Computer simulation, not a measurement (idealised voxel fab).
Title: Process Module voxel quadruple lines
Pictured: cross-section cut, 285 nm wide, on a grid of 5 nm square cells.
Format of a cross-section: grid, square cells. Given as bands. Order: top down. Band: one or more rows of cells.
The entry gives the band's vertical extent as a top height and a bottom height in nm, then its horizontal make-up as materials from left to right, each with a width in nm. "blank" stands for empty space; a single material marked "all across" fills the band edge to edge.
Height reference: 0 = level under which incoming wafer is all one material. Lowest band: no bottom, runs on downward, e.g. "0 nm and below".
You'd read "30->40" like this: the band's top row of cells is as wide as the first number, its bottom row is as wide as the second, and going down, every row changes width by the same amount as the row before did.
No cell of the cross-section changed in a step that is given as "everything unchanged".
In the "Closed void catalog" entry, you get each enclosed empty space of 8 cells or more, one with no open way to the top, written width x height at distance, distance from the left edge, in nm.
Where a step's line continues beyond its settings, the continuation is a remark by the simulator itself on that step.
A step line may carry the setting "overlay nm", which, for steps involving a mask, states the distance by which the mask lay to the right of its intended position; negative values denote displacement to the left.

This section lists the process steps that were planned
step 1: RECEIVE | material Si
step 2: CONFORMAL_DEP | material SiO2 | thk nm 5
step 3: DIRECTIONAL_DEP | material W | thk nm 10
step 4: DIRECTIONAL_DEP | material polySi | thk nm 20
step 5: DIRECTIONAL_DEP | material aC | thk nm 25
step 6: PATTERN | tone cover | mask id MANDREL | material resist | width nm 20 | pitch nm 60 | thk nm 35 | overlay nm 0
step 7: DIRECTIONAL_ETCH | etch materials aC | depth nm 25
step 8: STRIP | etch materials resist
step 9: CONFORMAL_DEP | material SiO2 | thk nm 10
step 10: DIRECTIONAL_ETCH | etch materials SiO2 | depth nm 10
step 11: STRIP | etch materials aC
step 12: DIRECTIONAL_ETCH | etch materials polySi | depth nm 20
step 13: STRIP | etch materials SiO2
step 14: CONFORMAL_DEP | material SiCN | thk nm 5
step 15: DIRECTIONAL_ETCH | etch materials SiCN | depth nm 5
step 16: STRIP | etch materials polySi
step 17: DIRECTIONAL_ETCH | etch materials W | depth nm 10
step 18: STRIP | etch materials SiCN

Wafer cross-section on receipt, i.e. after step 1
  0 nm and below: Si all across
  Closed void catalog: none

Final cross-section, module run with one mistake (start and plan as above)
  10 nm to 0 nm: blank 85 nm / W 5 nm / blank 10 nm / W 5 nm / blank 10 nm / W 5 nm / blank 10 nm / W 5 nm / blank 10 nm / W 5 nm / blank 10 nm / W 5 nm / blank 10 nm / W 5 nm / blank 10 nm / W 5 nm / blank 90 nm
  0 nm and below: Si all across
  Closed void catalog: none
The plan and the run diverged here: the plan's step 2 went unexecuted, having been skipped
